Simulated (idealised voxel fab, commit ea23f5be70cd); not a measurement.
The process module that follows is named voxel transistor to metal.
Pictured: cross-section cut, 265 nm wide, on a grid of 5 nm square cells.
The cross-sections in this document take the form of a grid made of square cells. They are written out as bands, in order from top to bottom. Each band consists of one or more rows of cells.
Basically the band line says how high the top is and how high the bottom is, in nm, and then what's in it from left to right, every material with its width in nm. Empty space shows up as "empty", and if a single material carries "all across" it runs the full band edge to edge.
Below 0: as-received wafer, all one material; heights counted from there. Lowest band: no bottom, goes on down, written "0 and below".
A width such as "30->40" changes by the same amount from each row of cells to the next, from the band's top row to its bottom row.
"nothing got changed" (step): cross-section cells unchanged, all of them.
Reported under the label "Completely enclosed voids" are the empty spaces having no open way to the top and comprising 8 cells or more; the notation for each is width x height at distance, in which the distance is measured from the left edge and all three values are in nm.
Note: text after step settings on the step line = simulator remark on that step.
If you see "overlay nm" on a step's line and that step has a mask, it's telling you how far right of where it was planned the mask ended up; a negative number means it went left instead.
Heads up before you read on: it's before/after pairs around one process step each, after side only down to the lowest band that changed, step plus settings under the pair. Pairs can be from different runs of this module, same starting wafer, so only chain a pair onto the one above if its "Status quo ante" entry says so.

## Status quo ante
* 85 down to 60 = 25 nm SiO2, then 15 nm empty, then 55 nm SiO2, then 15 nm empty, then 45 nm SiO2, then 15 nm empty, then 55 nm SiO2, then 15 nm empty, then 25 nm SiO2
* 60 down to 55 = 25 nm SiN, then 15 nm empty, then 55 nm SiN, then 15 nm empty, then 45 nm SiN, then 15 nm empty, then 55 nm SiN, then 15 nm empty, then 25 nm SiN
* 55 down to 45 = Ru all across
* 45 down to 40 = 30 nm TiN, then 5 nm Ru, then 65 nm TiN, then 5 nm Ru, then 55 nm TiN, then 5 nm Ru, then 65 nm TiN, then 5 nm Ru, then 30 nm TiN
* 40 down to 30 = 25 nm SiO2, then 5 nm TiN, then 5 nm Ru, then 5 nm TiN, then 55 nm SiO2, then 5 nm TiN, then 5 nm Ru, then 5 nm TiN, then 45 nm SiO2, then 5 nm TiN, then 5 nm Ru, then 5 nm TiN, then 55 nm SiO2, then 5 nm TiN, then 5 nm Ru, then 5 nm TiN, then 25 nm SiO2
* 30 down to 20 = 25 nm SiO2, then 5 nm TiN, then 5 nm Ru, then 5 nm TiN, then 10 nm SiO2, then 5 nm SiN, then 25 nm SiCN, then 5 nm SiN, then 10 nm SiO2, then 5 nm TiN, then 5 nm Ru, then 5 nm TiN, then 45 nm SiO2, then 5 nm TiN, then 5 nm Ru, then 5 nm TiN, then 10 nm SiO2, then 5 nm SiN, then 25 nm SiCN, then 5 nm SiN, then 10 nm SiO2, then 5 nm TiN, then 5 nm Ru, then 5 nm TiN, then 25 nm SiO2
* 20 down to 0 = 25 nm SiO2, then 5 nm TiN, then 5 nm Ru, then 5 nm TiN, then 10 nm SiO2, then 5 nm SiN, then 25 nm polySi, then 5 nm SiN, then 10 nm SiO2, then 5 nm TiN, then 5 nm Ru, then 5 nm TiN, then 45 nm SiO2, then 5 nm TiN, then 5 nm Ru, then 5 nm TiN, then 10 nm SiO2, then 5 nm SiN, then 25 nm polySi, then 5 nm SiN, then 10 nm SiO2, then 5 nm TiN, then 5 nm Ru, then 5 nm TiN, then 25 nm SiO2
* 0 down to -5 = 10 nm SiO2, then 5 nm SiN, then 10 nm SiO2, then 15 nm TiN, then 10 nm SiO2, then 5 nm SiN, then 25 nm polySi, then 5 nm SiN, then 10 nm SiO2, then 15 nm TiN, then 10 nm SiO2, then 5 nm SiN, then 15 nm SiO2, then 5 nm SiN, then 10 nm SiO2, then 15 nm TiN, then 10 nm SiO2, then 5 nm SiN, then 25 nm polySi, then 5 nm SiN, then 10 nm SiO2, then 15 nm TiN, then 10 nm SiO2, then 5 nm SiN, then 10 nm SiO2
* -5 down to -10 = 15 nm SiO2, then 35 nm nSi, then 35 nm SiO2, then 35 nm nSi, then 25 nm SiO2, then 35 nm nSi, then 35 nm SiO2, then 35 nm nSi, then 15 nm SiO2
* -10 down to -35 = 20 nm SiO2, then 95 nm Si, then 35 nm SiO2, then 95 nm Si, then 20 nm SiO2
* -35 and below = Si all across
* Completely enclosed voids: none

## Resultant Cross-Section
* 90 down to 85 = 30 nm TiN, then 5 nm empty, then 65 nm TiN, then 5 nm empty, then 55 nm TiN, then 5 nm empty, then 65 nm TiN, then 5 nm empty, then 30 nm TiN
* 85 down to 60 = 25 nm SiO2, then 5 nm TiN, then 5 nm empty, then 5 nm TiN, then 55 nm SiO2, then 5 nm TiN, then 5 nm empty, then 5 nm TiN, then 45 nm SiO2, then 5 nm TiN, then 5 nm empty, then 5 nm TiN, then 55 nm SiO2, then 5 nm TiN, then 5 nm empty, then 5 nm TiN, then 25 nm SiO2
* 60 down to 55 = 25 nm SiN, then 15 nm TiN, then 55 nm SiN, then 15 nm TiN, then 45 nm SiN, then 15 nm TiN, then 55 nm SiN, then 15 nm TiN, then 25 nm SiN
* below 55: unchanged
* Completely enclosed voids: none
Between the two cross-sections shown above lies CONFORMAL_DEP with material TiN, thk nm 5

Status quo ante: same picture as after in the pair right above, so we don't repeat it.

## Resultant Cross-Section
* 100 down to 90 = Ru all across
* 90 down to 85 = 30 nm TiN, then 5 nm Ru, then 65 nm TiN, then 5 nm Ru, then 55 nm TiN, then 5 nm Ru, then 65 nm TiN, then 5 nm Ru, then 30 nm TiN
* 85 down to 60 = 25 nm SiO2, then 5 nm TiN, then 5 nm Ru, then 5 nm TiN, then 55 nm SiO2, then 5 nm TiN, then 5 nm Ru, then 5 nm TiN, then 45 nm SiO2, then 5 nm TiN, then 5 nm Ru, then 5 nm TiN, then 55 nm SiO2, then 5 nm TiN, then 5 nm Ru, then 5 nm TiN, then 25 nm SiO2
* below 60: unchanged
* Completely enclosed voids: none
Between the two cross-sections shown above lies FILL_DEP with material Ru, thk nm 10

Status quo ante: same picture as after in the pair right above, so we don't repeat it.

## Resultant Cross-Section
* 70 down to 60 = 25 nm SiO2, then 5 nm TiN, then 5 nm Ru, then 5 nm TiN, then 55 nm SiO2, then 5 nm TiN, then 5 nm Ru, then 5 nm TiN, then 45 nm SiO2, then 5 nm TiN, then 5 nm Ru, then 5 nm TiN, then 55 nm SiO2, then 5 nm TiN, then 5 nm Ru, then 5 nm TiN, then 25 nm SiO2
* below 60: unchanged
* Completely enclosed voids: none
Between the two cross-sections shown above lies CMP with height nm 70

Status quo ante: same picture as after in the pair right above, so we don't repeat it.

## Resultant Cross-Section
* 75 down to 70 = 20 nm empty, then 25 nm Ru, then 45 nm empty, then 25 nm Ru, then 35 nm empty, then 25 nm Ru, then 45 nm empty, then 25 nm Ru, then 20 nm empty
* below 70: unchanged
* Completely enclosed voids: none
Between the two cross-sections shown above lies EPI with material Ru, thk nm 5

Status quo ante: same picture as after in the pair right above, so we don't repeat it.

## Resultant Cross-Section
* 80 down to 75 = SiCN all across
* 75 down to 70 = 20 nm SiCN, then 25 nm Ru, then 45 nm SiCN, then 25 nm Ru, then 35 nm SiCN, then 25 nm Ru, then 45 nm SiCN, then 25 nm Ru, then 20 nm SiCN
* below 70: unchanged
* Completely enclosed voids: none
Between the two cross-sections shown above lies FILL_DEP with material SiCN, thk nm 5

## Status quo ante
* 35 down to 15 = 15 nm empty, then 105 nm resist, then 25 nm empty, then 105 nm resist, then 15 nm empty
* 15 down to 0 = 15 nm empty, then 105 nm SiN, then 25 nm empty, then 105 nm SiN, then 15 nm empty
* 0 down to -5 = 15 nm empty, then 105 nm SiO2, then 25 nm empty, then 105 nm SiO2, then 15 nm empty
* -5 down to -30 = 15 nm empty, then 105 nm Si, then 25 nm empty, then 105 nm Si, then 15 nm empty
* -30 and below = Si all across
* Completely enclosed voids: none

## Resultant Cross-Section
* 35 down to 15 = 15 nm empty, then 105 nm resist, then 25 nm empty, then 105 nm resist, then 15 nm empty
* 15 down to 0 = 15 nm empty, then 105 nm SiN, then 25 nm empty, then 105 nm SiN, then 15 nm empty
* 0 down to -5 = 15 nm empty, then 105 nm SiO2, then 25 nm empty, then 105 nm SiO2, then 15 nm empty
* -5 down to -55 = 15 nm empty, then 105 nm Si, then 25 nm empty, then 105 nm Si, then 15 nm empty
* below -55: unchanged
* Completely enclosed voids: none
Between the two cross-sections shown above lies DIRECTIONAL_ETCH with etch materials Si, depth nm 25

Status quo ante: same picture as after in the pair right above, so we don't repeat it.

## Resultant Cross-Section
* 15 down to 0 = 15 nm empty, then 105 nm SiN, then 25 nm empty, then 105 nm SiN, then 15 nm empty
* below 0: unchanged
* Completely enclosed voids: none
Between the two cross-sections shown above lies STRIP with etch materials resist

Status quo ante: same picture as after in the pair right above, so we don't repeat it.

## Resultant Cross-Section
* 15 down to 0 = 15 nm empty, then 105 nm SiN, then 25 nm empty, then 105 nm SiN, then 15 nm empty
* 0 down to -5 = 15 nm empty, then 105 nm SiO2, then 25 nm empty, then 105 nm SiO2, then 15 nm empty
* -5 down to -55 = 15 nm empty, then 5 nm SiO2, then 95 nm Si, then 5 nm SiO2, then 25 nm empty, then 5 nm SiO2, then 95 nm Si, then 5 nm SiO2, then 15 nm empty
* -55 down to -60 = 20 nm SiO2, then 95 nm Si, then 35 nm SiO2, then 95 nm Si, then 20 nm SiO2
* below -60: unchanged
* Completely enclosed voids: none
Between the two cross-sections shown above lies OXIDIZE with depth nm 5

Status quo ante: same picture as after in the pair right above, so we don't repeat it.

## Resultant Cross-Section
* 30 down to 15 = SiO2 all across
* 15 down to 0 = 15 nm SiO2, then 105 nm SiN, then 25 nm SiO2, then 105 nm SiN, then 15 nm SiO2
* 0 down to -5 = SiO2 all across
* -5 down to -60 = 20 nm SiO2, then 95 nm Si, then 35 nm SiO2, then 95 nm Si, then 20 nm SiO2
* below -60: unchanged
* Completely enclosed voids: none
Between the two cross-sections shown above lies FILL_DEP with material SiO2, thk nm 15

Status quo ante: same picture as after in the pair right above, so we don't repeat it.

## Resultant Cross-Section
* 15 down to 0 = 15 nm SiO2, then 105 nm SiN, then 25 nm SiO2, then 105 nm SiN, then 15 nm SiO2
* below 0: unchanged
* Completely enclosed voids: none
Between the two cross-sections shown above lies CMP with height nm 15

Status quo ante: same picture as after in the pair right above, so we don't repeat it.

## Resultant Cross-Section
* 15 down to 5 = 15 nm empty, then 105 nm SiN, then 25 nm empty, then 105 nm SiN, then 15 nm empty
* below 5: unchanged
* Completely enclosed voids: none
Between the two cross-sections shown above lies SELECTIVE_ETCH with etch materials SiO2, depth nm 10

Status quo ante: same picture as after in the pair right above, so we don't repeat it.

## Resultant Cross-Section
* 5 down to 0 = 15 nm SiO2, then 105 nm empty, then 25 nm SiO2, then 105 nm empty, then 15 nm SiO2
* below 0: unchanged
* Completely enclosed voids: none
Between the two cross-sections shown above lies STRIP with etch materials SiN

Status quo ante: same picture as after in the pair right above, so we don't repeat it.

## Resultant Cross-Section
* 0 down to -5 = 10 nm SiO2, then 115 nm empty, then 15 nm SiO2, then 115 nm empty, then 10 nm SiO2
* below -5: unchanged
* Completely enclosed voids: none
Between the two cross-sections shown above lies SELECTIVE_ETCH with etch materials SiO2, depth nm 5

Status quo ante: same picture as after in the pair right above, so we don't repeat it.

## Resultant Cross-Section
* 0 down to -5 = 10 nm SiO2, then 115 nm empty, then 15 nm SiO2, then 115 nm empty, then 10 nm SiO2
* -5 down to -10 = SiO2 all across
* below -10: unchanged
* Completely enclosed voids: none
Between the two cross-sections shown above lies OXIDIZE with depth nm 5

Status quo ante: same picture as after in the pair right above, so we don't repeat it.

## Resultant Cross-Section
* 25 down to 20 = 10 nm polySi, then 115 nm empty, then 15 nm polySi, then 115 nm empty, then 10 nm polySi
* 20 down to 0 = polySi all across
* 0 down to -5 = 10 nm SiO2, then 115 nm polySi, then 15 nm SiO2, then 115 nm polySi, then 10 nm SiO2
* below -5: unchanged
* Completely enclosed voids: none
Between the two cross-sections shown above lies DIRECTIONAL_DEP with material polySi, thk nm 25

Status quo ante: same picture as after in the pair right above, so we don't repeat it.

## Resultant Cross-Section
* 35 down to 30 = 10 nm SiCN, then 115 nm empty, then 15 nm SiCN, then 115 nm empty, then 10 nm SiCN
* 30 down to 25 = SiCN all across
* 25 down to 20 = 10 nm polySi, then 115 nm SiCN, then 15 nm polySi, then 115 nm SiCN, then 10 nm polySi
* below 20: unchanged
* Completely enclosed voids: none
Between the two cross-sections shown above lies DIRECTIONAL_DEP with material SiCN, thk nm 10

Status quo ante: same picture as after in the pair right above, so we don't repeat it.

## Resultant Cross-Section
* 30 down to 25 = 55 nm empty, then 25 nm SiCN, then 105 nm empty, then 25 nm SiCN, then 55 nm empty
* 25 down to 20 = 10 nm polySi, then 45 nm empty, then 25 nm SiCN, then 45 nm empty, then 15 nm polySi, then 45 nm empty, then 25 nm SiCN, then 45 nm empty, then 10 nm polySi
* below 20: unchanged
* Completely enclosed voids: none
Between the two cross-sections shown above lies MASKED_ETCH with tone cover, mask id GATE, width nm 25, pitch nm 130, etch materials SiCN, depth nm 20, overlay nm 0

Status quo ante: same picture as after in the pair right above, so we don't repeat it.

## Resultant Cross-Section
* 30 down to 20 = 55 nm empty, then 25 nm SiCN, then 105 nm empty, then 25 nm SiCN, then 55 nm empty
* 20 down to 0 = 55 nm empty, then 25 nm polySi, then 105 nm empty, then 25 nm polySi, then 55 nm empty
* 0 down to -5 = 10 nm SiO2, then 45 nm empty, then 25 nm polySi, then 45 nm empty, then 15 nm SiO2, then 45 nm empty, then 25 nm polySi, then 45 nm empty, then 10 nm SiO2
* below -5: unchanged
* Completely enclosed voids: none
Between the two cross-sections shown above lies MASKED_ETCH with tone cover, mask id GATE, width nm 25, pitch nm 130, etch materials polySi, depth nm 35, overlay nm 0

Status quo ante: same picture as after in the pair right above, so we don't repeat it.

## Resultant Cross-Section
* 35 down to 30 = 50 nm empty, then 35 nm SiN, then 95 nm empty, then 35 nm SiN, then 50 nm empty
* 30 down to 20 = 50 nm empty, then 5 nm SiN, then 25 nm SiCN, then 5 nm SiN, then 95 nm empty, then 5 nm SiN, then 25 nm SiCN, then 5 nm SiN, then 50 nm empty
* 20 down to 5 = 50 nm empty, then 5 nm SiN, then 25 nm polySi, then 5 nm SiN, then 95 nm empty, then 5 nm SiN, then 25 nm polySi, then 5 nm SiN, then 50 nm empty
* 5 down to 0 = 15 nm SiN, then 35 nm empty, then 5 nm SiN, then 25 nm polySi, then 5 nm SiN, then 35 nm empty, then 25 nm SiN, then 35 nm empty, then 5 nm SiN, then 25 nm polySi, then 5 nm SiN, then 35 nm empty, then 15 nm SiN
* 0 down to -5 = 10 nm SiO2, then 45 nm SiN, then 25 nm polySi, then 45 nm SiN, then 15 nm SiO2, then 45 nm SiN, then 25 nm polySi, then 45 nm SiN, then 10 nm SiO2
* below -5: unchanged
* Completely enclosed voids: none
Between the two cross-sections shown above lies CONFORMAL_DEP with material SiN, thk nm 5

Status quo ante: same picture as after in the pair right above, so we don't repeat it.

## Resultant Cross-Section
* 30 down to 20 = 50 nm empty, then 5 nm SiN, then 25 nm SiCN, then 5 nm SiN, then 95 nm empty, then 5 nm SiN, then 25 nm SiCN, then 5 nm SiN, then 50 nm empty
* 20 down to 0 = 50 nm empty, then 5 nm SiN, then 25 nm polySi, then 5 nm SiN, then 95 nm empty, then 5 nm SiN, then 25 nm polySi, then 5 nm SiN, then 50 nm empty
* 0 down to -5 = 10 nm SiO2, then 5 nm SiN, then 35 nm empty, then 5 nm SiN, then 25 nm polySi, then 5 nm SiN, then 35 nm empty, then 5 nm SiN, then 15 nm SiO2, then 5 nm SiN, then 35 nm empty, then 5 nm SiN, then 25 nm polySi, then 5 nm SiN, then 35 nm empty, then 5 nm SiN, then 10 nm SiO2
* below -5: unchanged
* Completely enclosed voids: none
Between the two cross-sections shown above lies DIRECTIONAL_ETCH with etch materials SiN, depth nm 5

Status quo ante: same picture as after in the pair right above, so we don't repeat it.

## Resultant Cross-Section
* 30 down to 20 = 50 nm empty, then 5 nm SiN, then 25 nm SiCN, then 5 nm SiN, then 95 nm empty, then 5 nm SiN, then 25 nm SiCN, then 5 nm SiN, then 50 nm empty
* 20 down to 0 = 50 nm empty, then 5 nm SiN, then 25 nm polySi, then 5 nm SiN, then 95 nm empty, then 5 nm SiN, then 25 nm polySi, then 5 nm SiN, then 50 nm empty
* 0 down to -5 = 10 nm empty, then 5 nm SiN, then 35 nm empty, then 5 nm SiN, then 25 nm polySi, then 5 nm SiN, then 35 nm empty, then 5 nm SiN, then 15 nm empty, then 5 nm SiN, then 35 nm empty, then 5 nm SiN, then 25 nm polySi, then 5 nm SiN, then 35 nm empty, then 5 nm SiN, then 10 nm empty
* -5 down to -10 = 15 nm SiO2, then 35 nm empty, then 35 nm SiO2, then 35 nm empty, then 25 nm SiO2, then 35 nm empty, then 35 nm SiO2, then 35 nm empty, then 15 nm SiO2
* below -10: unchanged
* Completely enclosed voids: none
Between the two cross-sections shown above lies DIRECTIONAL_ETCH with etch materials SiO2, depth nm 5

Status quo ante: same picture as after in the pair right above, so we don't repeat it.

## Resultant Cross-Section
* 30 down to 20 = 50 nm empty, then 5 nm SiN, then 25 nm SiCN, then 5 nm SiN, then 95 nm empty, then 5 nm SiN, then 25 nm SiCN, then 5 nm SiN, then 50 nm empty
* 20 down to 0 = 50 nm empty, then 5 nm SiN, then 25 nm polySi, then 5 nm SiN, then 95 nm empty, then 5 nm SiN, then 25 nm polySi, then 5 nm SiN, then 50 nm empty
* 0 down to -5 = 10 nm empty, then 5 nm SiN, then 35 nm empty, then 5 nm SiN, then 25 nm polySi, then 5 nm SiN, then 35 nm empty, then 5 nm SiN, then 15 nm empty, then 5 nm SiN, then 35 nm empty, then 5 nm SiN, then 25 nm polySi, then 5 nm SiN, then 35 nm empty, then 5 nm SiN, then 10 nm empty
* -5 down to -10 = 15 nm SiO2, then 35 nm nSi, then 35 nm SiO2, then 35 nm nSi, then 25 nm SiO2, then 35 nm nSi, then 35 nm SiO2, then 35 nm nSi, then 15 nm SiO2
* below -10: unchanged
* Completely enclosed voids: none
Between the two cross-sections shown above lies EPI with material nSi, thk nm 5

Status quo ante: same picture as after in the pair right above, so we don't repeat it.

## Resultant Cross-Section
* 35 down to 30 = SiO2 all across
* 30 down to 20 = 50 nm SiO2, then 5 nm SiN, then 25 nm SiCN, then 5 nm SiN, then 95 nm SiO2, then 5 nm SiN, then 25 nm SiCN, then 5 nm SiN, then 50 nm SiO2
* 20 down to 0 = 50 nm SiO2, then 5 nm SiN, then 25 nm polySi, then 5 nm SiN, then 95 nm SiO2, then 5 nm SiN, then 25 nm polySi, then 5 nm SiN, then 50 nm SiO2
* 0 down to -5 = 10 nm SiO2, then 5 nm SiN, then 35 nm SiO2, then 5 nm SiN, then 25 nm polySi, then 5 nm SiN, then 35 nm SiO2, then 5 nm SiN, then 15 nm SiO2, then 5 nm SiN, then 35 nm SiO2, then 5 nm SiN, then 25 nm polySi, then 5 nm SiN, then 35 nm SiO2, then 5 nm SiN, then 10 nm SiO2
* below -5: unchanged
* Completely enclosed voids: none
Between the two cross-sections shown above lies FILL_DEP with material SiO2, thk nm 5

Status quo ante: same picture as after in the pair right above, so we don't repeat it.

## Resultant Cross-Section
* 30 down to 20 = 50 nm SiO2, then 5 nm SiN, then 25 nm SiCN, then 5 nm SiN, then 95 nm SiO2, then 5 nm SiN, then 25 nm SiCN, then 5 nm SiN, then 50 nm SiO2
* below 20: unchanged
* Completely enclosed voids: none
Between the two cross-sections shown above lies CMP with height nm 30

Status quo ante: same picture as after in the pair right above, so we don't repeat it.

## Resultant Cross-Section
* 40 down to 30 = SiO2 all across
* below 30: unchanged
* Completely enclosed voids: none
Between the two cross-sections shown above lies DIRECTIONAL_DEP with material SiO2, thk nm 10

Status quo ante: same picture as after in the pair right above, so we don't repeat it.

## Resultant Cross-Section
* 40 down to 30 = 25 nm SiO2, then 15 nm empty, then 55 nm SiO2, then 15 nm empty, then 45 nm SiO2, then 15 nm empty, then 55 nm SiO2, then 15 nm empty, then 25 nm SiO2
* 30 down to 20 = 25 nm SiO2, then 15 nm empty, then 10 nm SiO2, then 5 nm SiN, then 25 nm SiCN, then 5 nm SiN, then 10 nm SiO2, then 15 nm empty, then 45 nm SiO2, then 15 nm empty, then 10 nm SiO2, then 5 nm SiN, then 25 nm SiCN, then 5 nm SiN, then 10 nm SiO2, then 15 nm empty, then 25 nm SiO2
* 20 down to 0 = 25 nm SiO2, then 15 nm empty, then 10 nm SiO2, then 5 nm SiN, then 25 nm polySi, then 5 nm SiN, then 10 nm SiO2, then 15 nm empty, then 45 nm SiO2, then 15 nm empty, then 10 nm SiO2, then 5 nm SiN, then 25 nm polySi, then 5 nm SiN, then 10 nm SiO2, then 15 nm empty, then 25 nm SiO2
* 0 down to -5 = 10 nm SiO2, then 5 nm SiN, then 10 nm SiO2, then 15 nm empty, then 10 nm SiO2, then 5 nm SiN, then 25 nm polySi, then 5 nm SiN, then 10 nm SiO2, then 15 nm empty, then 10 nm SiO2, then 5 nm SiN, then 15 nm SiO2, then 5 nm SiN, then 10 nm SiO2, then 15 nm empty, then 10 nm SiO2, then 5 nm SiN, then 25 nm polySi, then 5 nm SiN, then 10 nm SiO2, then 15 nm empty, then 10 nm SiO2, then 5 nm SiN, then 10 nm SiO2
* below -5: unchanged
* Completely enclosed voids: none
Between the two cross-sections shown above lies MASKED_ETCH with tone open, mask id CONTACT, width nm 15, etch materials SiO2, depth nm 45, overlay nm 0

Status quo ante: same picture as after in the pair right above, so we don't repeat it.

## Resultant Cross-Section
* 45 down to 40 = 30 nm TiN, then 5 nm empty, then 65 nm TiN, then 5 nm empty, then 55 nm TiN, then 5 nm empty, then 65 nm TiN, then 5 nm empty, then 30 nm TiN
* 40 down to 30 = 25 nm SiO2, then 5 nm TiN, then 5 nm empty, then 5 nm TiN, then 55 nm SiO2, then 5 nm TiN, then 5 nm empty, then 5 nm TiN, then 45 nm SiO2, then 5 nm TiN, then 5 nm empty, then 5 nm TiN, then 55 nm SiO2, then 5 nm TiN, then 5 nm empty, then 5 nm TiN, then 25 nm SiO2
* 30 down to 20 = 25 nm SiO2, then 5 nm TiN, then 5 nm empty, then 5 nm TiN, then 10 nm SiO2, then 5 nm SiN, then 25 nm SiCN, then 5 nm SiN, then 10 nm SiO2, then 5 nm TiN, then 5 nm empty, then 5 nm TiN, then 45 nm SiO2, then 5 nm TiN, then 5 nm empty, then 5 nm TiN, then 10 nm SiO2, then 5 nm SiN, then 25 nm SiCN, then 5 nm SiN, then 10 nm SiO2, then 5 nm TiN, then 5 nm empty, then 5 nm TiN, then 25 nm SiO2
* 20 down to 0 = 25 nm SiO2, then 5 nm TiN, then 5 nm empty, then 5 nm TiN, then 10 nm SiO2, then 5 nm SiN, then 25 nm polySi, then 5 nm SiN, then 10 nm SiO2, then 5 nm TiN, then 5 nm empty, then 5 nm TiN, then 45 nm SiO2, then 5 nm TiN, then 5 nm empty, then 5 nm TiN, then 10 nm SiO2, then 5 nm SiN, then 25 nm polySi, then 5 nm SiN, then 10 nm SiO2, then 5 nm TiN, then 5 nm empty, then 5 nm TiN, then 25 nm SiO2
* 0 down to -5 = 10 nm SiO2, then 5 nm SiN, then 10 nm SiO2, then 15 nm TiN, then 10 nm SiO2, then 5 nm SiN, then 25 nm polySi, then 5 nm SiN, then 10 nm SiO2, then 15 nm TiN, then 10 nm SiO2, then 5 nm SiN, then 15 nm SiO2, then 5 nm SiN, then 10 nm SiO2, then 15 nm TiN, then 10 nm SiO2, then 5 nm SiN, then 25 nm polySi, then 5 nm SiN, then 10 nm SiO2, then 15 nm TiN, then 10 nm SiO2, then 5 nm SiN, then 10 nm SiO2
* below -5: unchanged
* Completely enclosed voids: none
Between the two cross-sections shown above lies CONFORMAL_DEP with material TiN, thk nm 5

Status quo ante: same picture as after in the pair right above, so we don't repeat it.

## Resultant Cross-Section
* 55 down to 45 = Ru all across
* 45 down to 40 = 30 nm TiN, then 5 nm Ru, then 65 nm TiN, then 5 nm Ru, then 55 nm TiN, then 5 nm Ru, then 65 nm TiN, then 5 nm Ru, then 30 nm TiN
* 40 down to 30 = 25 nm SiO2, then 5 nm TiN, then 5 nm Ru, then 5 nm TiN, then 55 nm SiO2, then 5 nm TiN, then 5 nm Ru, then 5 nm TiN, then 45 nm SiO2, then 5 nm TiN, then 5 nm Ru, then 5 nm TiN, then 55 nm SiO2, then 5 nm TiN, then 5 nm Ru, then 5 nm TiN, then 25 nm SiO2
* 30 down to 20 = 25 nm SiO2, then 5 nm TiN, then 5 nm Ru, then 5 nm TiN, then 10 nm SiO2, then 5 nm SiN, then 25 nm SiCN, then 5 nm SiN, then 10 nm SiO2, then 5 nm TiN, then 5 nm Ru, then 5 nm TiN, then 45 nm SiO2, then 5 nm TiN, then 5 nm Ru, then 5 nm TiN, then 10 nm SiO2, then 5 nm SiN, then 25 nm SiCN, then 5 nm SiN, then 10 nm SiO2, then 5 nm TiN, then 5 nm Ru, then 5 nm TiN, then 25 nm SiO2
* 20 down to 0 = 25 nm SiO2, then 5 nm TiN, then 5 nm Ru, then 5 nm TiN, then 10 nm SiO2, then 5 nm SiN, then 25 nm polySi, then 5 nm SiN, then 10 nm SiO2, then 5 nm TiN, then 5 nm Ru, then 5 nm TiN, then 45 nm SiO2, then 5 nm TiN, then 5 nm Ru, then 5 nm TiN, then 10 nm SiO2, then 5 nm SiN, then 25 nm polySi, then 5 nm SiN, then 10 nm SiO2, then 5 nm TiN, then 5 nm Ru, then 5 nm TiN, then 25 nm SiO2
* below 0: unchanged
* Completely enclosed voids: none
Between the two cross-sections shown above lies FILL_DEP with material Ru, thk nm 10

Status quo ante: same picture as after in the pair right above, so we don't repeat it.

## Resultant Cross-Section
* 40 down to 30 = 25 nm SiO2, then 5 nm TiN, then 5 nm Ru, then 5 nm TiN, then 55 nm SiO2, then 5 nm TiN, then 5 nm Ru, then 5 nm TiN, then 45 nm SiO2, then 5 nm TiN, then 5 nm Ru, then 5 nm TiN, then 55 nm SiO2, then 5 nm TiN, then 5 nm Ru, then 5 nm TiN, then 25 nm SiO2
* below 30: unchanged
* Completely enclosed voids: none
Between the two cross-sections shown above lies CMP with height nm 40

Status quo ante: same picture as after in the pair right above, so we don't repeat it.

## Resultant Cross-Section
* 45 down to 40 = SiN all across
* below 40: unchanged
* Completely enclosed voids: none
Between the two cross-sections shown above lies CONFORMAL_DEP with material SiN, thk nm 5

Status quo ante: same picture as after in the pair right above, so we don't repeat it.

## Resultant Cross-Section
* 70 down to 45 = SiO2 all across
* below 45: unchanged
* Completely enclosed voids: none
Between the two cross-sections shown above lies DIRECTIONAL_DEP with material SiO2, thk nm 25

Status quo ante: same picture as after in the pair right above, so we don't repeat it.

## Resultant Cross-Section
* 70 down to 45 = 25 nm SiO2, then 15 nm empty, then 55 nm SiO2, then 15 nm empty, then 45 nm SiO2, then 15 nm empty, then 55 nm SiO2, then 15 nm empty, then 25 nm SiO2
* below 45: unchanged
* Completely enclosed voids: none
Between the two cross-sections shown above lies MASKED_ETCH with tone open, mask id METAL_1, width nm 15, etch materials SiO2, depth nm 25, overlay nm 0

Status quo ante: same picture as after in the pair right above, so we don't repeat it.

## Resultant Cross-Section
* 70 down to 45 = 25 nm SiO2, then 15 nm empty, then 55 nm SiO2, then 15 nm empty, then 45 nm SiO2, then 15 nm empty, then 55 nm SiO2, then 15 nm empty, then 25 nm SiO2
* 45 down to 40 = 25 nm SiN, then 15 nm empty, then 55 nm SiN, then 15 nm empty, then 45 nm SiN, then 15 nm empty, then 55 nm SiN, then 15 nm empty, then 25 nm SiN
* below 40: unchanged
* Completely enclosed voids: none
Between the two cross-sections shown above lies MASKED_ETCH with tone open, mask id METAL_1, width nm 15, etch materials SiN, depth nm 5, overlay nm 0

Status quo ante: same picture as after in the pair right above, so we don't repeat it.

## Resultant Cross-Section
* 75 down to 70 = 30 nm TiN, then 5 nm empty, then 65 nm TiN, then 5 nm empty, then 55 nm TiN, then 5 nm empty, then 65 nm TiN, then 5 nm empty, then 30 nm TiN
* 70 down to 45 = 25 nm SiO2, then 5 nm TiN, then 5 nm empty, then 5 nm TiN, then 55 nm SiO2, then 5 nm TiN, then 5 nm empty, then 5 nm TiN, then 45 nm SiO2, then 5 nm TiN, then 5 nm empty, then 5 nm TiN, then 55 nm SiO2, then 5 nm TiN, then 5 nm empty, then 5 nm TiN, then 25 nm SiO2
* 45 down to 40 = 25 nm SiN, then 15 nm TiN, then 55 nm SiN, then 15 nm TiN, then 45 nm SiN, then 15 nm TiN, then 55 nm SiN, then 15 nm TiN, then 25 nm SiN
* below 40: unchanged
* Completely enclosed voids: none
Between the two cross-sections shown above lies CONFORMAL_DEP with material TiN, thk nm 5

Status quo ante: same picture as after in the pair right above, so we don't repeat it.

## Resultant Cross-Section
* 85 down to 75 = Ru all across
* 75 down to 70 = 30 nm TiN, then 5 nm Ru, then 65 nm TiN, then 5 nm Ru, then 55 nm TiN, then 5 nm Ru, then 65 nm TiN, then 5 nm Ru, then 30 nm TiN
* 70 down to 45 = 25 nm SiO2, then 5 nm TiN, then 5 nm Ru, then 5 nm TiN, then 55 nm SiO2, then 5 nm TiN, then 5 nm Ru, then 5 nm TiN, then 45 nm SiO2, then 5 nm TiN, then 5 nm Ru, then 5 nm TiN, then 55 nm SiO2, then 5 nm TiN, then 5 nm Ru, then 5 nm TiN, then 25 nm SiO2
* below 45: unchanged
* Completely enclosed voids: none
Between the two cross-sections shown above lies FILL_DEP with material Ru, thk nm 10

Status quo ante: same picture as after in the pair right above, so we don't repeat it.

## Resultant Cross-Section
* 70 down to 45 = 25 nm SiO2, then 5 nm TiN, then 5 nm Ru, then 5 nm TiN, then 55 nm SiO2, then 5 nm TiN, then 5 nm Ru, then 5 nm TiN, then 45 nm SiO2, then 5 nm TiN, then 5 nm Ru, then 5 nm TiN, then 55 nm SiO2, then 5 nm TiN, then 5 nm Ru, then 5 nm TiN, then 25 nm SiO2
* below 45: unchanged
* Completely enclosed voids: none
Between the two cross-sections shown above lies CMP with height nm 70

Status quo ante: same picture as after in the pair right above, so we don't repeat it.

## Resultant Cross-Section
* 75 down to 70 = 20 nm empty, then 25 nm Ru, then 45 nm empty, then 25 nm Ru, then 35 nm empty, then 25 nm Ru, then 45 nm empty, then 25 nm Ru, then 20 nm empty
* below 70: unchanged
* Completely enclosed voids: none
Between the two cross-sections shown above lies EPI with material Ru, thk nm 5
